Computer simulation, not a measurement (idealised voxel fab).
You're looking at the process module voxel gate over fins.
FYI the section here is cut, 140 nm wide, cells are 5 nm squares.
Just so we're on the same page, the cross-sections are grids of square cells, and they're listed out in bands top to bottom, each band one or more rows deep. Per band: top height and bottom height in nm, followed by the left-to-right materials and their widths in nm; "all across" marks a single material spanning edge to edge, "air" marks empty space. The reference from which all heights are counted is 0, the level beneath which the as-received wafer is entirely one material; the lowest band, having no lower bound, proceeds downward and is written after the example "top 0, no bottom". Width: "30 to 40" (first number = top row, second number = bottom row, same change from row to row of cells). "remained unchanged", as given for a step, is the statement that not any cell of the cross-section underwent a change during that step. Entry "Fully closed voids" = empty spaces >= 8 cells with no open way to the top; each as width x height at distance, distance from left edge, all nm. Read whatever lies past the settings on a step's line as the simulator's own remark about the step. "overlay nm" answers the question of how far to the right of plan the mask lay on a step that has a mask, and when it is negative the answer is to the left.
**Below is the list of planned process steps**
1 op RECEIVE | material Si
2 op CONFORMAL_DEP | material SiN | thk nm 5
3 op PATTERN | tone cover | mask id FINS | material resist | width nm 15 | pitch nm 45 | thk nm 15 | overlay nm 0
4 op DIRECTIONAL_ETCH | etch materials SiN | depth nm 5
5 op DIRECTIONAL_ETCH | etch materials Si | depth nm 30
6 op STRIP | etch materials resist
7 op OXIDIZE | depth nm 5
8 op FILL_DEP | material SiO2 | thk nm 15
9 op CMP | height nm 5
10 op SELECTIVE_ETCH | etch materials SiO2 | depth nm 20
11 op STRIP | etch materials SiN
12 op CONFORMAL_DEP | material HfO2 | thk nm 5
13 op CONFORMAL_DEP | material TiN | thk nm 5
14 op CONFORMAL_DEP | material TiAl | thk nm 5
15 op CONFORMAL_DEP | material TiN | thk nm 5
16 op FILL_DEP | material W | thk nm 15
17 op CMP | height nm 30
18 op CONFORMAL_DEP | material SiN | thk nm 5
**So this is the incoming wafer in cross-section - it's already been through step 1**
  top 0, no bottom  Si all across
  Fully closed voids: none
**Here's the cross-section of the first of our two wafers at the end of the module - it ran as planned**
  top 35, bottom 30  SiN all across
  top 30, bottom 20  W all across
  top 20, bottom 15  25 W; 90 TiN; 25 W
  top 15, bottom 10  25 W; 5 TiN; 35 TiAl; 10 TiN; 35 TiAl; 5 TiN; 25 W
  top 10, bottom 5  25 W; 5 TiN; 5 TiAl; 25 TiN; 5 TiAl; 10 TiN; 5 TiAl; 25 TiN; 5 TiAl; 5 TiN; 25 W
  top 5, bottom 0  30 TiN; 5 TiAl; 5 TiN; 15 HfO2; 5 TiN; 5 TiAl; 10 TiN; 5 TiAl; 5 TiN; 15 HfO2; 5 TiN; 5 TiAl; 30 TiN
  top 0, bottom -5  35 TiAl; 5 TiN; 5 HfO2; 5 Si; 5 HfO2; 5 TiN; 20 TiAl; 5 TiN; 5 HfO2; 5 Si; 5 HfO2; 5 TiN; 35 TiAl
  top -5, bottom -10  40 TiN; 5 HfO2; 5 Si; 5 HfO2; 30 TiN; 5 HfO2; 5 Si; 5 HfO2; 40 TiN
  top -10, bottom -15  45 HfO2; 5 Si; 40 HfO2; 5 Si; 45 HfO2
  top -15, bottom -35  45 SiO2; 5 Si; 40 SiO2; 5 Si; 45 SiO2
  top -35, no bottom  Si all across
  Fully closed voids: none
**Second wafer cross-section at end of module - shared start and plan with the first, one mistake in the run**
  top 35, bottom 30  SiN all across
  top 30, bottom 20  HfO2 all across
  top 20, bottom 15  25 HfO2; 90 TiN; 25 HfO2
  top 15, bottom 10  25 HfO2; 5 TiN; 35 TiAl; 10 TiN; 35 TiAl; 5 TiN; 25 HfO2
  top 10, bottom 5  25 HfO2; 5 TiN; 5 TiAl; 25 TiN; 5 TiAl; 10 TiN; 5 TiAl; 25 TiN; 5 TiAl; 5 TiN; 25 HfO2
  top 5, bottom 0  30 TiN; 5 TiAl; 5 TiN; 15 HfO2; 5 TiN; 5 TiAl; 10 TiN; 5 TiAl; 5 TiN; 15 HfO2; 5 TiN; 5 TiAl; 30 TiN
  top 0, bottom -5  35 TiAl; 5 TiN; 5 HfO2; 5 Si; 5 HfO2; 5 TiN; 20 TiAl; 5 TiN; 5 HfO2; 5 Si; 5 HfO2; 5 TiN; 35 TiAl
  top -5, bottom -10  40 TiN; 5 HfO2; 5 Si; 5 HfO2; 30 TiN; 5 HfO2; 5 Si; 5 HfO2; 40 TiN
  top -10, bottom -15  45 HfO2; 5 Si; 40 HfO2; 5 Si; 45 HfO2
  top -15, bottom -35  45 SiO2; 5 Si; 40 SiO2; 5 Si; 45 SiO2
  top -35, no bottom  Si all across
  Fully closed voids: none
Here's what went sideways: step 16, actual vs plan mismatch, actual run op FILL_DEP | material HfO2 | thk nm 15
Upon completion, the second wafer contains, in terms of cells, a greater or smaller amount of certain materials than the first wafer: HfO2 +86 | W -86
